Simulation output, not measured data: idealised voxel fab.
The following process module bears the name voxel transistor to metal.
Section cut is 205 nm wide and gridded with 5 nm square cells.
If you're reading a cross-section in this doc, picture square cells in a grid; it comes to you as bands, top ones listed first down to the bottom, and a band can be one or more rows of cells.
A band entry consists of two parts. The first gives the height of the band's top and the height of its bottom, in nm. The rest lists the band's materials from left to right, each with its width in nm. A single material labelled with the word "everywhere" fills the band from edge to edge, and the word "air" marks empty space.
Measure heights from 0. That's the level where, below it, the as-received wafer is all one material. The lowest band is bottomless and extends downward; write it as in "0..down".
Quick explanation for "30 to 40": the width changes in equal steps down the rows of cells, from the first number in the band's top row to the second number in its bottom row.
You'll sometimes find "everything unchanged" written for a step, and that's the way of saying that nowhere in the cross-section did a cell change during that step.
Closed-off voids of 8+ cells (no open route to the top) go in "Entrapped voids", written width x height at distance from the left edge, in nm.
That trailing text on a step's line, after the settings, is the simulator's own remark on the step.
overlay nm, on a step with a mask: how far to the right of its planned place the mask lay; to the left if negative

The planned process steps are enumerated hereunder
| 1 | RECEIVE | material Si |
| 2 | OXIDIZE | depth nm 5 |
| 3 | CONFORMAL_DEP | material SiN | thk nm 15 |
| 4 | DIRECTIONAL_DEP | material aC | thk nm 10 |
| 5 | PATTERN | tone cover | mask id ACTIVE | material resist | width nm 105 | thk nm 30 | overlay nm 0 |
| 6 | DIRECTIONAL_ETCH | etch materials aC | depth nm 10 |
| 7 | STRIP | etch materials resist |
| 8 | DIRECTIONAL_ETCH | etch materials SiN | depth nm 15 |
| 9 | DIRECTIONAL_ETCH | etch materials SiO2 | depth nm 5 |
| 10 | DIRECTIONAL_ETCH | etch materials Si | depth nm 35 |
| 11 | STRIP | etch materials aC |
| 12 | FILL_DEP | material SiO2 | thk nm 15 |
| 13 | CMP | height nm 15 |
| 14 | SELECTIVE_ETCH | etch materials SiO2 | depth nm 5 |
| 15 | STRIP | etch materials SiN |
| 16 | SELECTIVE_ETCH | etch materials SiO2 | depth nm 5 |
| 17 | OXIDIZE | depth nm 5 |
| 18 | DIRECTIONAL_DEP | material polySi | thk nm 25 |
| 19 | DIRECTIONAL_DEP | material SiCN | thk nm 15 |
| 20 | MASKED_ETCH | tone cover | mask id GATE | width nm 25 | etch materials SiCN | depth nm 25 | overlay nm 0 |
| 21 | MASKED_ETCH | tone cover | mask id GATE | width nm 25 | etch materials polySi | depth nm 35 | overlay nm 0 |
| 22 | CONFORMAL_DEP | material SiN | thk nm 5 |
| 23 | DIRECTIONAL_ETCH | etch materials SiN | depth nm 5 |
| 24 | DIRECTIONAL_ETCH | etch materials SiO2 | depth nm 5 |
| 25 | EPI | material SiGe | thk nm 5 |
| 26 | FILL_DEP | material SiO2 | thk nm 5 |
| 27 | CMP | height nm 35 |
| 28 | DIRECTIONAL_DEP | material SiO2 | thk nm 10 |
| 29 | MASKED_ETCH | tone open | mask id CONTACT | width nm 30 | pitch nm 65 | etch materials SiO2 | depth nm 50 | overlay nm 0 |
| 30 | CONFORMAL_DEP | material TiN | thk nm 5 |
| 31 | FILL_DEP | material W | thk nm 5 |
| 32 | CMP | height nm 45 |
| 33 | DIRECTIONAL_DEP | material TiN | thk nm 5 |
| 34 | DIRECTIONAL_DEP | material W | thk nm 25 |
| 35 | MASKED_ETCH | tone cover | mask id METAL_1 | width nm 15 | pitch nm 80 | etch materials W | depth nm 25 | overlay nm 0 |
| 36 | MASKED_ETCH | tone cover | mask id METAL_1 | width nm 15 | pitch nm 80 | etch materials TiN | depth nm 5 | overlay nm 0 |
| 37 | FILL_DEP | material lowk | thk nm 5 |
| 38 | CMP | height nm 75 |
| 39 | CONFORMAL_DEP | material SiCN | thk nm 5 |
| 40 | DIRECTIONAL_DEP | material lowk | thk nm 25 |
| 41 | DIRECTIONAL_DEP | material aC | thk nm 15 |
| 42 | PATTERN | tone open | mask id METAL_2 | material resist | width nm 15 | pitch nm 80 | thk nm 30 | overlay nm 0 |
| 43 | DIRECTIONAL_ETCH | etch materials aC | depth nm 15 |
| 44 | STRIP | etch materials resist |
| 45 | DIRECTIONAL_ETCH | etch materials lowk | depth nm 15 |
| 46 | STRIP | etch materials aC |
| 47 | DIRECTIONAL_DEP | material aC | thk nm 10 |
| 48 | PATTERN | tone open | mask id METAL_2_HOLES | material resist | width nm 15 | pitch nm 80 | thk nm 30 | overlay nm 0 |
| 49 | DIRECTIONAL_ETCH | etch materials aC | depth nm 10 |
| 50 | STRIP | etch materials resist |
| 51 | DIRECTIONAL_ETCH | etch materials lowk | depth nm 10 |
| 52 | DIRECTIONAL_ETCH | etch materials SiCN | depth nm 5 |
| 53 | STRIP | etch materials aC |
| 54 | CONFORMAL_DEP | material TiN | thk nm 5 |
| 55 | FILL_DEP | material Cu | thk nm 5 |
| 56 | CMP | height nm 105 |
| 57 | CONFORMAL_DEP | material SiCN | thk nm 5 |

The first of a set of two wafers, run to plan

Cross-section of the wafer upon arrival, representing the state reached after step 1
* 0..down  Si everywhere
* Entrapped voids: none

Once step 2 is through, the wafer looks like this in cross-section
* 0..-5  SiO2 everywhere
* Under the height -5 nothing was changed.

Once step 3 is through, the wafer looks like this in cross-section
* 15..0  SiN everywhere
* Under the height 0 nothing was changed.

Once step 4 is through, the wafer looks like this in cross-section
* 25..15  aC everywhere
* Under the height 15 nothing was changed.

Once step 5 is through, the wafer looks like this in cross-section
* 55..25  50 of air  105 of resist  50 of air
* Under the height 25 nothing was changed.

Once step 6 is through, the wafer looks like this in cross-section
* 45..25  50 of air  105 of resist  50 of air
* 25..15  50 of air  105 of aC  50 of air
* Under the height 15 nothing was changed.

Once step 7 is through, the wafer looks like this in cross-section
* 25..15  50 of air  105 of aC  50 of air
* Under the height 15 nothing was changed.

Once step 8 is through, the wafer looks like this in cross-section
* 25..15  50 of air  105 of aC  50 of air
* 15..0  50 of air  105 of SiN  50 of air
* Under the height 0 nothing was changed.

Once step 9 is through, the wafer looks like this in cross-section
* 25..15  50 of air  105 of aC  50 of air
* 15..0  50 of air  105 of SiN  50 of air
* 0..-5  50 of air  105 of SiO2  50 of air
* Under the height -5 nothing was changed.

Once step 10 is through, the wafer looks like this in cross-section
* 25..15  50 of air  105 of aC  50 of air
* 15..0  50 of air  105 of SiN  50 of air
* 0..-5  50 of air  105 of SiO2  50 of air
* -5..-40  50 of air  105 of Si  50 of air
* Under the height -40 nothing was changed.

Once step 11 is through, the wafer looks like this in cross-section
* 15..0  50 of air  105 of SiN  50 of air
* Under the height 0 nothing was changed.

Once step 12 is through, the wafer looks like this in cross-section
* 30..15  SiO2 everywhere
* 15..0  50 of SiO2  105 of SiN  50 of SiO2
* 0..-5  SiO2 everywhere
* -5..-40  50 of SiO2  105 of Si  50 of SiO2
* Under the height -40 nothing was changed.

Once step 13 is through, the wafer looks like this in cross-section
* 15..0  50 of SiO2  105 of SiN  50 of SiO2
* Under the height 0 nothing was changed.

Once step 14 is through, the wafer looks like this in cross-section
* 15..10  50 of air  105 of SiN  50 of air
* Under the height 10 nothing was changed.

Once step 15 is through, the wafer looks like this in cross-section
* 10..0  50 of SiO2  105 of air  50 of SiO2
* Under the height 0 nothing was changed.

Once step 16 is through, the wafer looks like this in cross-section
* 5..-5  45 of SiO2  115 of air  45 of SiO2
* Under the height -5 nothing was changed.

Once step 17 is through, the wafer looks like this in cross-section
* 5..-5  45 of SiO2  115 of air  45 of SiO2
* -5..-10  SiO2 everywhere
* Under the height -10 nothing was changed.

Once step 18 is through, the wafer looks like this in cross-section
* 30..20  45 of polySi  115 of air  45 of polySi
* 20..5  polySi everywhere
* 5..-5  45 of SiO2  115 of polySi  45 of SiO2
* Under the height -5 nothing was changed.

Once step 19 is through, the wafer looks like this in cross-section
* 45..35  45 of SiCN  115 of air  45 of SiCN
* 35..30  SiCN everywhere
* 30..20  45 of polySi  115 of SiCN  45 of polySi
* Under the height 20 nothing was changed.

Once step 20 is through, the wafer looks like this in cross-section
* 35..30  90 of air  25 of SiCN  90 of air
* 30..20  45 of polySi  45 of air  25 of SiCN  45 of air  45 of polySi
* Under the height 20 nothing was changed.

Once step 21 is through, the wafer looks like this in cross-section
* 35..20  90 of air  25 of SiCN  90 of air
* 20..5  90 of air  25 of polySi  90 of air
* 5..-5  45 of SiO2  45 of air  25 of polySi  45 of air  45 of SiO2
* Under the height -5 nothing was changed.

Once step 22 is through, the wafer looks like this in cross-section
* 40..35  85 of air  35 of SiN  85 of air
* 35..20  85 of air  5 of SiN  25 of SiCN  5 of SiN  85 of air
* 20..10  85 of air  5 of SiN  25 of polySi  5 of SiN  85 of air
* 10..5  50 of SiN  35 of air  5 of SiN  25 of polySi  5 of SiN  35 of air  50 of SiN
* 5..0  45 of SiO2  5 of SiN  35 of air  5 of SiN  25 of polySi  5 of SiN  35 of air  5 of SiN  45 of SiO2
* 0..-5  45 of SiO2  45 of SiN  25 of polySi  45 of SiN  45 of SiO2
* Under the height -5 nothing was changed.

Once step 23 is through, the wafer looks like this in cross-section
* 35..20  85 of air  5 of SiN  25 of SiCN  5 of SiN  85 of air
* 20..5  85 of air  5 of SiN  25 of polySi  5 of SiN  85 of air
* 5..-5  45 of SiO2  5 of SiN  35 of air  5 of SiN  25 of polySi  5 of SiN  35 of air  5 of SiN  45 of SiO2
* Under the height -5 nothing was changed.

Once step 24 is through, the wafer looks like this in cross-section
* 35..20  85 of air  5 of SiN  25 of SiCN  5 of SiN  85 of air
* 20..5  85 of air  5 of SiN  25 of polySi  5 of SiN  85 of air
* 5..0  45 of air  5 of SiN  35 of air  5 of SiN  25 of polySi  5 of SiN  35 of air  5 of SiN  45 of air
* 0..-5  45 of SiO2  5 of SiN  35 of air  5 of SiN  25 of polySi  5 of SiN  35 of air  5 of SiN  45 of SiO2
* -5..-10  50 of SiO2  35 of air  35 of SiO2  35 of air  50 of SiO2
* Under the height -10 nothing was changed.

Once step 25 is through, the wafer looks like this in cross-section
* 35..20  85 of air  5 of SiN  25 of SiCN  5 of SiN  85 of air
* 20..5  85 of air  5 of SiN  25 of polySi  5 of SiN  85 of air
* 5..0  45 of air  5 of SiN  35 of air  5 of SiN  25 of polySi  5 of SiN  35 of air  5 of SiN  45 of air
* 0..-5  45 of SiO2  5 of SiN  35 of air  5 of SiN  25 of polySi  5 of SiN  35 of air  5 of SiN  45 of SiO2
* -5..-10  50 of SiO2  35 of SiGe  35 of SiO2  35 of SiGe  50 of SiO2
* Under the height -10 nothing was changed.

Once step 26 is through, the wafer looks like this in cross-section
* 40..35  SiO2 everywhere
* 35..20  85 of SiO2  5 of SiN  25 of SiCN  5 of SiN  85 of SiO2
* 20..5  85 of SiO2  5 of SiN  25 of polySi  5 of SiN  85 of SiO2
* 5..-5  45 of SiO2  5 of SiN  35 of SiO2  5 of SiN  25 of polySi  5 of SiN  35 of SiO2  5 of SiN  45 of SiO2
* Under the height -5 nothing was changed.

Once step 27 is through, the wafer looks like this in cross-section
* 35..20  85 of SiO2  5 of SiN  25 of SiCN  5 of SiN  85 of SiO2
* Under the height 20 nothing was changed.

Once step 28 is through, the wafer looks like this in cross-section
* 45..35  SiO2 everywhere
* Under the height 35 nothing was changed.

Once step 29 is through, the wafer looks like this in cross-section
* 45..35  55 of SiO2  30 of air  35 of SiO2  30 of air  55 of SiO2
* 35..20  55 of SiO2  30 of air  5 of SiN  25 of SiCN  5 of SiN  30 of air  55 of SiO2
* 20..5  55 of SiO2  30 of air  5 of SiN  25 of polySi  5 of SiN  30 of air  55 of SiO2
* 5..-5  45 of SiO2  5 of SiN  5 of SiO2  30 of air  5 of SiN  25 of polySi  5 of SiN  30 of air  5 of SiO2  5 of SiN  45 of SiO2
* Under the height -5 nothing was changed.

Once step 30 is through, the wafer looks like this in cross-section
* 50..45  60 of TiN  20 of air  45 of TiN  20 of air  60 of TiN
* 45..35  55 of SiO2  5 of TiN  20 of air  5 of TiN  35 of SiO2  5 of TiN  20 of air  5 of TiN  55 of SiO2
* 35..20  55 of SiO2  5 of TiN  20 of air  5 of TiN  5 of SiN  25 of SiCN  5 of SiN  5 of TiN  20 of air  5 of TiN  55 of SiO2
* 20..5  55 of SiO2  5 of TiN  20 of air  5 of TiN  5 of SiN  25 of polySi  5 of SiN  5 of TiN  20 of air  5 of TiN  55 of SiO2
* 5..0  45 of SiO2  5 of SiN  5 of SiO2  5 of TiN  20 of air  5 of TiN  5 of SiN  25 of polySi  5 of SiN  5 of TiN  20 of air  5 of TiN  5 of SiO2  5 of SiN  45 of SiO2
* 0..-5  45 of SiO2  5 of SiN  5 of SiO2  30 of TiN  5 of SiN  25 of polySi  5 of SiN  30 of TiN  5 of SiO2  5 of SiN  45 of SiO2
* Under the height -5 nothing was changed.

Once step 31 is through, the wafer looks like this in cross-section
* 55..50  W everywhere
* 50..45  60 of TiN  20 of W  45 of TiN  20 of W  60 of TiN
* 45..35  55 of SiO2  5 of TiN  20 of W  5 of TiN  35 of SiO2  5 of TiN  20 of W  5 of TiN  55 of SiO2
* 35..20  55 of SiO2  5 of TiN  20 of W  5 of TiN  5 of SiN  25 of SiCN  5 of SiN  5 of TiN  20 of W  5 of TiN  55 of SiO2
* 20..5  55 of SiO2  5 of TiN  20 of W  5 of TiN  5 of SiN  25 of polySi  5 of SiN  5 of TiN  20 of W  5 of TiN  55 of SiO2
* 5..0  45 of SiO2  5 of SiN  5 of SiO2  5 of TiN  20 of W  5 of TiN  5 of SiN  25 of polySi  5 of SiN  5 of TiN  20 of W  5 of TiN  5 of SiO2  5 of SiN  45 of SiO2
* Under the height 0 nothing was changed.

Once step 32 is through, the wafer looks like this in cross-section
* 45..35  55 of SiO2  5 of TiN  20 of W  5 of TiN  35 of SiO2  5 of TiN  20 of W  5 of TiN  55 of SiO2
* Under the height 35 nothing was changed.

Once step 33 is through, the wafer looks like this in cross-section
* 50..45  TiN everywhere
* Under the height 45 nothing was changed.

Once step 34 is through, the wafer looks like this in cross-section
* 75..50  W everywhere
* Under the height 50 nothing was changed.

Once step 35 is through, the wafer looks like this in cross-section
* 75..50  55 of air  15 of W  65 of air  15 of W  55 of air
* Under the height 50 nothing was changed.

Once step 36 is through, the wafer looks like this in cross-section
* 75..50  55 of air  15 of W  65 of air  15 of W  55 of air
* 50..45  55 of air  15 of TiN  65 of air  15 of TiN  55 of air
* Under the height 45 nothing was changed.

Once step 37 is through, the wafer looks like this in cross-section
* 80..75  lowk everywhere
* 75..50  55 of lowk  15 of W  65 of lowk  15 of W  55 of lowk
* 50..45  55 of lowk  15 of TiN  65 of lowk  15 of TiN  55 of lowk
* Under the height 45 nothing was changed.

Once step 38 is through, the wafer looks like this in cross-section
* 75..50  55 of lowk  15 of W  65 of lowk  15 of W  55 of lowk
* Under the height 50 nothing was changed.

Once step 39 is through, the wafer looks like this in cross-section
* 80..75  SiCN everywhere
* Under the height 75 nothing was changed.

Once step 40 is through, the wafer looks like this in cross-section
* 105..80  lowk everywhere
* Under the height 80 nothing was changed.

Once step 41 is through, the wafer looks like this in cross-section
* 120..105  aC everywhere
* Under the height 105 nothing was changed.

Once step 42 is through, the wafer looks like this in cross-section
* 150..120  55 of resist  15 of air  65 of resist  15 of air  55 of resist
* Under the height 120 nothing was changed.

Once step 43 is through, the wafer looks like this in cross-section
* 135..120  55 of resist  15 of air  65 of resist  15 of air  55 of resist
* 120..105  55 of aC  15 of air  65 of aC  15 of air  55 of aC
* Under the height 105 nothing was changed.

Once step 44 is through, the wafer looks like this in cross-section
* 120..105  55 of aC  15 of air  65 of aC  15 of air  55 of aC
* Under the height 105 nothing was changed.

Once step 45 is through, the wafer looks like this in cross-section
* 120..105  55 of aC  15 of air  65 of aC  15 of air  55 of aC
* 105..90  55 of lowk  15 of air  65 of lowk  15 of air  55 of lowk
* Under the height 90 nothing was changed.

Once step 46 is through, the wafer looks like this in cross-section
* 105..90  55 of lowk  15 of air  65 of lowk  15 of air  55 of lowk
* Under the height 90 nothing was changed.

Once step 47 is through, the wafer looks like this in cross-section
* 115..105  55 of aC  15 of air  65 of aC  15 of air  55 of aC
* 105..100  55 of lowk  15 of air  65 of lowk  15 of air  55 of lowk
* 100..90  55 of lowk  15 of aC  65 of lowk  15 of aC  55 of lowk
* Under the height 90 nothing was changed.

Once step 48 is through, the wafer looks like this in cross-section
* 145..115  55 of resist  15 of air  65 of resist  15 of air  55 of resist
* Under the height 115 nothing was changed.

Once step 49 is through, the wafer looks like this in cross-section
* 135..115  55 of resist  15 of air  65 of resist  15 of air  55 of resist
* 115..105  55 of aC  15 of air  65 of aC  15 of air  55 of aC
* 105..90  55 of lowk  15 of air  65 of lowk  15 of air  55 of lowk
* Under the height 90 nothing was changed.

Once step 50 is through, the wafer looks like this in cross-section
* 115..105  55 of aC  15 of air  65 of aC  15 of air  55 of aC
* Under the height 105 nothing was changed.

Once step 51 is through, the wafer looks like this in cross-section
* 115..105  55 of aC  15 of air  65 of aC  15 of air  55 of aC
* 105..80  55 of lowk  15 of air  65 of lowk  15 of air  55 of lowk
* Under the height 80 nothing was changed.

Once step 52 is through, the wafer looks like this in cross-section
* 115..105  55 of aC  15 of air  65 of aC  15 of air  55 of aC
* 105..80  55 of lowk  15 of air  65 of lowk  15 of air  55 of lowk
* 80..75  55 of SiCN  15 of air  65 of SiCN  15 of air  55 of SiCN
* Under the height 75 nothing was changed.

Once step 53 is through, the wafer looks like this in cross-section
* 105..80  55 of lowk  15 of air  65 of lowk  15 of air  55 of lowk
* Under the height 80 nothing was changed.

Once step 54 is through, the wafer looks like this in cross-section
* 110..105  60 of TiN  5 of air  75 of TiN  5 of air  60 of TiN
* 105..80  55 of lowk  5 of TiN  5 of air  5 of TiN  65 of lowk  5 of TiN  5 of air  5 of TiN  55 of lowk
* 80..75  55 of SiCN  15 of TiN  65 of SiCN  15 of TiN  55 of SiCN
* Under the height 75 nothing was changed.

Once step 55 is through, the wafer looks like this in cross-section
* 115..110  Cu everywhere
* 110..105  60 of TiN  5 of Cu  75 of TiN  5 of Cu  60 of TiN
* 105..80  55 of lowk  5 of TiN  5 of Cu  5 of TiN  65 of lowk  5 of TiN  5 of Cu  5 of TiN  55 of lowk
* Under the height 80 nothing was changed.

Once step 56 is through, the wafer looks like this in cross-section
* 105..80  55 of lowk  5 of TiN  5 of Cu  5 of TiN  65 of lowk  5 of TiN  5 of Cu  5 of TiN  55 of lowk
* Under the height 80 nothing was changed.

Once step 57 is through, the wafer looks like this in cross-section
* 110..105  SiCN everywhere
* Under the height 105 nothing was changed.

Second wafer. Start and plan as for the first. One mistake made in running. Agrees with the first up to and including step 33

Cross-section, second wafer, at the end time the plan gives for step 34
* 75..50  SiCN everywhere
* Under the height 50 nothing was changed.

Cross-section, second wafer, at the end time the plan gives for step 35: everything unchanged

Cross-section, second wafer, at the end time the plan gives for step 36: everything unchanged

Cross-section, second wafer, at the end time the plan gives for step 37
* 80..75  lowk everywhere
* Under the height 75 nothing was changed.

Cross-section, second wafer, at the end time the plan gives for step 38
* 75..50  SiCN everywhere
* Under the height 50 nothing was changed.

Cross-section, second wafer, at the end time the plan gives for step 39
* 80..50  SiCN everywhere
* Under the height 50 nothing was changed.

Cross-section, second wafer, at the end time the plan gives for step 40
* 105..80  lowk everywhere
* Under the height 80 nothing was changed.

Cross-section, second wafer, at the end time the plan gives for step 41
* 120..105  aC everywhere
* Under the height 105 nothing was changed.

Cross-section, second wafer, at the end time the plan gives for step 42
* 150..120  55 of resist  15 of air  65 of resist  15 of air  55 of resist
* Under the height 120 nothing was changed.

Cross-section, second wafer, at the end time the plan gives for step 43
* 135..120  55 of resist  15 of air  65 of resist  15 of air  55 of resist
* 120..105  55 of aC  15 of air  65 of aC  15 of air  55 of aC
* Under the height 105 nothing was changed.

Cross-section, second wafer, at the end time the plan gives for step 44
* 120..105  55 of aC  15 of air  65 of aC  15 of air  55 of aC
* Under the height 105 nothing was changed.

Cross-section, second wafer, at the end time the plan gives for step 45
* 120..105  55 of aC  15 of air  65 of aC  15 of air  55 of aC
* 105..90  55 of lowk  15 of air  65 of lowk  15 of air  55 of lowk
* Under the height 90 nothing was changed.

Cross-section, second wafer, at the end time the plan gives for step 46
* 105..90  55 of lowk  15 of air  65 of lowk  15 of air  55 of lowk
* Under the height 90 nothing was changed.

Cross-section, second wafer, at the end time the plan gives for step 47
* 115..105  55 of aC  15 of air  65 of aC  15 of air  55 of aC
* 105..100  55 of lowk  15 of air  65 of lowk  15 of air  55 of lowk
* 100..90  55 of lowk  15 of aC  65 of lowk  15 of aC  55 of lowk
* Under the height 90 nothing was changed.

Cross-section, second wafer, at the end time the plan gives for step 48
* 145..115  55 of resist  15 of air  65 of resist  15 of air  55 of resist
* Under the height 115 nothing was changed.

Cross-section, second wafer, at the end time the plan gives for step 49
* 135..115  55 of resist  15 of air  65 of resist  15 of air  55 of resist
* 115..105  55 of aC  15 of air  65 of aC  15 of air  55 of aC
* 105..90  55 of lowk  15 of air  65 of lowk  15 of air  55 of lowk
* Under the height 90 nothing was changed.

Cross-section, second wafer, at the end time the plan gives for step 50
* 115..105  55 of aC  15 of air  65 of aC  15 of air  55 of aC
* Under the height 105 nothing was changed.

Cross-section, second wafer, at the end time the plan gives for step 51
* 115..105  55 of aC  15 of air  65 of aC  15 of air  55 of aC
* 105..80  55 of lowk  15 of air  65 of lowk  15 of air  55 of lowk
* Under the height 80 nothing was changed.

Cross-section, second wafer, at the end time the plan gives for step 52
* 115..105  55 of aC  15 of air  65 of aC  15 of air  55 of aC
* 105..80  55 of lowk  15 of air  65 of lowk  15 of air  55 of lowk
* 80..75  55 of SiCN  15 of air  65 of SiCN  15 of air  55 of SiCN
* Under the height 75 nothing was changed.

Cross-section, second wafer, at the end time the plan gives for step 53
* 105..80  55 of lowk  15 of air  65 of lowk  15 of air  55 of lowk
* Under the height 80 nothing was changed.

Cross-section, second wafer, at the end time the plan gives for step 54
* 110..105  60 of TiN  5 of air  75 of TiN  5 of air  60 of TiN
* 105..80  55 of lowk  5 of TiN  5 of air  5 of TiN  65 of lowk  5 of TiN  5 of air  5 of TiN  55 of lowk
* 80..75  55 of SiCN  15 of TiN  65 of SiCN  15 of TiN  55 of SiCN
* Under the height 75 nothing was changed.

Cross-section, second wafer, at the end time the plan gives for step 55
* 115..110  Cu everywhere
* 110..105  60 of TiN  5 of Cu  75 of TiN  5 of Cu  60 of TiN
* 105..80  55 of lowk  5 of TiN  5 of Cu  5 of TiN  65 of lowk  5 of TiN  5 of Cu  5 of TiN  55 of lowk
* Under the height 80 nothing was changed.

Cross-section, second wafer, at the end time the plan gives for step 56
* 105..80  55 of lowk  5 of TiN  5 of Cu  5 of TiN  65 of lowk  5 of TiN  5 of Cu  5 of TiN  55 of lowk
* Under the height 80 nothing was changed.

Cross-section, second wafer, at the end time the plan gives for step 57
* 110..105  SiCN everywhere
* Under the height 105 nothing was changed.
The mistake made against the process plan was this: step 34 did not use the planned setting and instead ran as DIRECTIONAL_DEP | material SiCN | thk nm 25
At the finish, the second wafer shows more or fewer cells for some materials than the first does: 205 more of SiCN, 35 more of TiN, 30 fewer of W, 210 fewer of lowk
